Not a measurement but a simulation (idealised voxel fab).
The following is a process module called voxel self aligned vias.
Square cell edge 5 nm, section width 170 nm, ID cut.
Throughout this document, each cross-section is represented as a grid of square cells and is presented as a sequence of bands enumerated from the top downward, where a band comprises one or more rows of cells. Quick guide to a band line: top height, bottom height (nm) up front; then every material left to right with its width in nm. Only one material and it's marked "full width"? Then it fills the band edge to edge. And "blank" just means empty space. The level at which height equals 0 is the one under which the wafer, as it arrives, is entirely one material. No lower edge exists for the bottom band, which continues downward and is notated as in "0 nm and below". A width given as "30 to 40" starts at the first number in the band's top row and ends at the second number in its bottom row, shifting by an equal amount at every step from row to row. "nothing was modified" (step): cross-section cells unchanged, all of them. Each empty space that has no open way to the top and spans at least 8 cells appears under "Sealed voids" as width x height at distance, the distance counted from the left edge, all in nm. If you see something after the settings on a step's line, that's the simulator's own remark about that step. Each step line may optionally specify "overlay nm", which for a step with a mask gives the rightward distance between the mask's planned place and where it lay, a negative value indicating the leftward direction.

[Here's what the planned process steps look like]
1) RECEIVE | material Si
2) CONFORMAL_DEP | material SiO2 | thk nm 10
3) CONFORMAL_DEP | material SiCN | thk nm 5
4) DIRECTIONAL_DEP | material SiO2 | thk nm 30
5) DIRECTIONAL_DEP | material aC | thk nm 10
6) PATTERN | tone open | mask id LINES | material resist | width nm 20 | pitch nm 45 | thk nm 25 | overlay nm 0
7) DIRECTIONAL_ETCH | etch materials aC | depth nm 10
8) STRIP | etch materials resist
9) DIRECTIONAL_ETCH | etch materials SiO2 | depth nm 30
10) STRIP | etch materials aC
11) CONFORMAL_DEP | material TiN | thk nm 5
12) FILL_DEP | material W | thk nm 10
13) CMP | height nm 45
14) SELECTIVE_ETCH | etch materials W Ru TiN | depth nm 10
15) FILL_DEP | material SiN | thk nm 10
16) CMP | height nm 45
17) DIRECTIONAL_DEP | material SiO2 | thk nm 15
18) PATTERN | tone open | mask id VIAS | material resist | width nm 30 | pitch nm 45 | thk nm 15 | overlay nm 0
19) DIRECTIONAL_ETCH | etch materials SiO2 | depth nm 15
20) DIRECTIONAL_ETCH | etch materials SiN | depth nm 10
21) STRIP | etch materials resist
22) CONFORMAL_DEP | material TiN | thk nm 5
23) FILL_DEP | material W | thk nm 5
24) CMP | height nm 60
25) CONFORMAL_DEP | material SiCN | thk nm 5

[First of two wafers - as planned]

[Cross-section: wafer on arrival = after step 1]
0 nm and below: Si full width
Sealed voids: none

[Step 2 complete: cross-section through the wafer]
10 nm to 0 nm: SiO2 full width
Lower than 0, everything is as it was.

[Step 3 complete: cross-section through the wafer]
15 nm to 10 nm: SiCN full width
Lower than 10, everything is as it was.

[Step 4 complete: cross-section through the wafer]
45 nm to 15 nm: SiO2 full width
Lower than 15, everything is as it was.

[Step 5 complete: cross-section through the wafer]
55 nm to 45 nm: aC full width
Lower than 45, everything is as it was.

[Step 6 complete: cross-section through the wafer]
80 nm to 55 nm: resist=50 | blank=20 | resist=25 | blank=20 | resist=55
Lower than 55, everything is as it was.

[Step 7 complete: cross-section through the wafer]
70 nm to 55 nm: resist=50 | blank=20 | resist=25 | blank=20 | resist=55
55 nm to 45 nm: aC=50 | blank=20 | aC=25 | blank=20 | aC=55
Lower than 45, everything is as it was.

[Step 8 complete: cross-section through the wafer]
55 nm to 45 nm: aC=50 | blank=20 | aC=25 | blank=20 | aC=55
Lower than 45, everything is as it was.

[Step 9 complete: cross-section through the wafer]
55 nm to 45 nm: aC=50 | blank=20 | aC=25 | blank=20 | aC=55
45 nm to 15 nm: SiO2=50 | blank=20 | SiO2=25 | blank=20 | SiO2=55
Lower than 15, everything is as it was.

[Step 10 complete: cross-section through the wafer]
45 nm to 15 nm: SiO2=50 | blank=20 | SiO2=25 | blank=20 | SiO2=55
Lower than 15, everything is as it was.

[Step 11 complete: cross-section through the wafer]
50 nm to 45 nm: TiN=55 | blank=10 | TiN=35 | blank=10 | TiN=60
45 nm to 20 nm: SiO2=50 | TiN=5 | blank=10 | TiN=5 | SiO2=25 | TiN=5 | blank=10 | TiN=5 | SiO2=55
20 nm to 15 nm: SiO2=50 | TiN=20 | SiO2=25 | TiN=20 | SiO2=55
Lower than 15, everything is as it was.

[Step 12 complete: cross-section through the wafer]
60 nm to 50 nm: W full width
50 nm to 45 nm: TiN=55 | W=10 | TiN=35 | W=10 | TiN=60
45 nm to 20 nm: SiO2=50 | TiN=5 | W=10 | TiN=5 | SiO2=25 | TiN=5 | W=10 | TiN=5 | SiO2=55
Lower than 20, everything is as it was.

[Step 13 complete: cross-section through the wafer]
45 nm to 20 nm: SiO2=50 | TiN=5 | W=10 | TiN=5 | SiO2=25 | TiN=5 | W=10 | TiN=5 | SiO2=55
Lower than 20, everything is as it was.

[Step 14 complete: cross-section through the wafer]
45 nm to 35 nm: SiO2=50 | blank=20 | SiO2=25 | blank=20 | SiO2=55
Lower than 35, everything is as it was.

[Step 15 complete: cross-section through the wafer]
55 nm to 45 nm: SiN full width
45 nm to 35 nm: SiO2=50 | SiN=20 | SiO2=25 | SiN=20 | SiO2=55
Lower than 35, everything is as it was.

[Step 16 complete: cross-section through the wafer]
45 nm to 35 nm: SiO2=50 | SiN=20 | SiO2=25 | SiN=20 | SiO2=55
Lower than 35, everything is as it was.

[Step 17 complete: cross-section through the wafer]
60 nm to 45 nm: SiO2 full width
Lower than 45, everything is as it was.

[Step 18 complete: cross-section through the wafer]
75 nm to 60 nm: resist=45 | blank=30 | resist=15 | blank=30 | resist=50
Lower than 60, everything is as it was.

[Step 19 complete: cross-section through the wafer]
75 nm to 60 nm: resist=45 | blank=30 | resist=15 | blank=30 | resist=50
60 nm to 45 nm: SiO2=45 | blank=30 | SiO2=15 | blank=30 | SiO2=50
Lower than 45, everything is as it was.

[Step 20 complete: cross-section through the wafer]
75 nm to 60 nm: resist=45 | blank=30 | resist=15 | blank=30 | resist=50
60 nm to 45 nm: SiO2=45 | blank=30 | SiO2=15 | blank=30 | SiO2=50
45 nm to 35 nm: SiO2=50 | blank=20 | SiO2=25 | blank=20 | SiO2=55
Lower than 35, everything is as it was.

[Step 21 complete: cross-section through the wafer]
60 nm to 45 nm: SiO2=45 | blank=30 | SiO2=15 | blank=30 | SiO2=50
Lower than 45, everything is as it was.

[Step 22 complete: cross-section through the wafer]
65 nm to 60 nm: TiN=50 | blank=20 | TiN=25 | blank=20 | TiN=55
60 nm to 50 nm: SiO2=45 | TiN=5 | blank=20 | TiN=5 | SiO2=15 | TiN=5 | blank=20 | TiN=5 | SiO2=50
50 nm to 40 nm: SiO2=45 to 50 | TiN=10 to 5 | blank=10 | TiN=10 to 5 | SiO2=15 to 25 | TiN=10 to 5 | blank=10 | TiN=10 to 5 | SiO2=50 to 55
40 nm to 35 nm: SiO2=50 | TiN=20 | SiO2=25 | TiN=20 | SiO2=55
Lower than 35, everything is as it was.

[Step 23 complete: cross-section through the wafer]
70 nm to 65 nm: W full width
65 nm to 60 nm: TiN=50 | W=20 | TiN=25 | W=20 | TiN=55
60 nm to 50 nm: SiO2=45 | TiN=5 | W=20 | TiN=5 | SiO2=15 | TiN=5 | W=20 | TiN=5 | SiO2=50
50 nm to 40 nm: SiO2=45 to 50 | TiN=10 to 5 | W=10 | TiN=10 to 5 | SiO2=15 to 25 | TiN=10 to 5 | W=10 | TiN=10 to 5 | SiO2=50 to 55
Lower than 40, everything is as it was.

[Step 24 complete: cross-section through the wafer]
60 nm to 50 nm: SiO2=45 | TiN=5 | W=20 | TiN=5 | SiO2=15 | TiN=5 | W=20 | TiN=5 | SiO2=50
Lower than 50, everything is as it was.

[Step 25 complete: cross-section through the wafer]
65 nm to 60 nm: SiCN full width
Lower than 60, everything is as it was.

[Wafer two of the pair: same origin, same plan, one error during the run; identical to wafer one up to and including step 2]

[Second wafer, cross-section, planned end of step 3]
25 nm to 10 nm: SiCN full width
Lower than 10, everything is as it was.

[Second wafer, cross-section, planned end of step 4]
55 nm to 25 nm: SiO2 full width
Lower than 25, everything is as it was.

[Second wafer, cross-section, planned end of step 5]
65 nm to 55 nm: aC full width
Lower than 55, everything is as it was.

[Second wafer, cross-section, planned end of step 6]
90 nm to 65 nm: resist=50 | blank=20 | resist=25 | blank=20 | resist=55
Lower than 65, everything is as it was.

[Second wafer, cross-section, planned end of step 7]
80 nm to 65 nm: resist=50 | blank=20 | resist=25 | blank=20 | resist=55
65 nm to 55 nm: aC=50 | blank=20 | aC=25 | blank=20 | aC=55
Lower than 55, everything is as it was.

[Second wafer, cross-section, planned end of step 8]
65 nm to 55 nm: aC=50 | blank=20 | aC=25 | blank=20 | aC=55
Lower than 55, everything is as it was.

[Second wafer, cross-section, planned end of step 9]
65 nm to 55 nm: aC=50 | blank=20 | aC=25 | blank=20 | aC=55
55 nm to 25 nm: SiO2=50 | blank=20 | SiO2=25 | blank=20 | SiO2=55
Lower than 25, everything is as it was.

[Second wafer, cross-section, planned end of step 10]
55 nm to 25 nm: SiO2=50 | blank=20 | SiO2=25 | blank=20 | SiO2=55
Lower than 25, everything is as it was.

[Second wafer, cross-section, planned end of step 11]
60 nm to 55 nm: TiN=55 | blank=10 | TiN=35 | blank=10 | TiN=60
55 nm to 30 nm: SiO2=50 | TiN=5 | blank=10 | TiN=5 | SiO2=25 | TiN=5 | blank=10 | TiN=5 | SiO2=55
30 nm to 25 nm: SiO2=50 | TiN=20 | SiO2=25 | TiN=20 | SiO2=55
Lower than 25, everything is as it was.

[Second wafer, cross-section, planned end of step 12]
70 nm to 60 nm: W full width
60 nm to 55 nm: TiN=55 | W=10 | TiN=35 | W=10 | TiN=60
55 nm to 30 nm: SiO2=50 | TiN=5 | W=10 | TiN=5 | SiO2=25 | TiN=5 | W=10 | TiN=5 | SiO2=55
Lower than 30, everything is as it was.

[Second wafer, cross-section, planned end of step 13]
45 nm to 30 nm: SiO2=50 | TiN=5 | W=10 | TiN=5 | SiO2=25 | TiN=5 | W=10 | TiN=5 | SiO2=55
Lower than 30, everything is as it was.

[Second wafer, cross-section, planned end of step 14]
45 nm to 35 nm: SiO2=50 | blank=20 | SiO2=25 | blank=20 | SiO2=55
Lower than 35, everything is as it was.

[Second wafer, cross-section, planned end of step 15]
55 nm to 45 nm: SiN full width
45 nm to 35 nm: SiO2=50 | SiN=20 | SiO2=25 | SiN=20 | SiO2=55
Lower than 35, everything is as it was.

[Second wafer, cross-section, planned end of step 16]
45 nm to 35 nm: SiO2=50 | SiN=20 | SiO2=25 | SiN=20 | SiO2=55
Lower than 35, everything is as it was.

[Second wafer, cross-section, planned end of step 17]
60 nm to 45 nm: SiO2 full width
Lower than 45, everything is as it was.

[Second wafer, cross-section, planned end of step 18]
75 nm to 60 nm: resist=45 | blank=30 | resist=15 | blank=30 | resist=50
Lower than 60, everything is as it was.

[Second wafer, cross-section, planned end of step 19]
75 nm to 60 nm: resist=45 | blank=30 | resist=15 | blank=30 | resist=50
60 nm to 45 nm: SiO2=45 | blank=30 | SiO2=15 | blank=30 | SiO2=50
Lower than 45, everything is as it was.

[Second wafer, cross-section, planned end of step 20]
75 nm to 60 nm: resist=45 | blank=30 | resist=15 | blank=30 | resist=50
60 nm to 45 nm: SiO2=45 | blank=30 | SiO2=15 | blank=30 | SiO2=50
45 nm to 35 nm: SiO2=50 | blank=20 | SiO2=25 | blank=20 | SiO2=55
Lower than 35, everything is as it was.

[Second wafer, cross-section, planned end of step 21]
60 nm to 45 nm: SiO2=45 | blank=30 | SiO2=15 | blank=30 | SiO2=50
Lower than 45, everything is as it was.

[Second wafer, cross-section, planned end of step 22]
65 nm to 60 nm: TiN=50 | blank=20 | TiN=25 | blank=20 | TiN=55
60 nm to 50 nm: SiO2=45 | TiN=5 | blank=20 | TiN=5 | SiO2=15 | TiN=5 | blank=20 | TiN=5 | SiO2=50
50 nm to 40 nm: SiO2=45 to 50 | TiN=10 to 5 | blank=10 | TiN=10 to 5 | SiO2=15 to 25 | TiN=10 to 5 | blank=10 | TiN=10 to 5 | SiO2=50 to 55
40 nm to 35 nm: SiO2=50 | TiN=20 | SiO2=25 | TiN=20 | SiO2=55
Lower than 35, everything is as it was.

[Second wafer, cross-section, planned end of step 23]
70 nm to 65 nm: W full width
65 nm to 60 nm: TiN=50 | W=20 | TiN=25 | W=20 | TiN=55
60 nm to 50 nm: SiO2=45 | TiN=5 | W=20 | TiN=5 | SiO2=15 | TiN=5 | W=20 | TiN=5 | SiO2=50
50 nm to 40 nm: SiO2=45 to 50 | TiN=10 to 5 | W=10 | TiN=10 to 5 | SiO2=15 to 25 | TiN=10 to 5 | W=10 | TiN=10 to 5 | SiO2=50 to 55
Lower than 40, everything is as it was.

[Second wafer, cross-section, planned end of step 24]
60 nm to 50 nm: SiO2=45 | TiN=5 | W=20 | TiN=5 | SiO2=15 | TiN=5 | W=20 | TiN=5 | SiO2=50
Lower than 50, everything is as it was.

[Second wafer, cross-section, planned end of step 25]
65 nm to 60 nm: SiCN full width
Lower than 60, everything is as it was.
What went wrong in running the wafer? planned and actual differ for step 3; actual: CONFORMAL_DEP | material SiCN | thk nm 15
Wafer comparison, final, in cells, second relative to first, materials more or fewer: 68 more of SiCN | 52 fewer of SiO2 | 8 fewer of TiN | 8 fewer of W
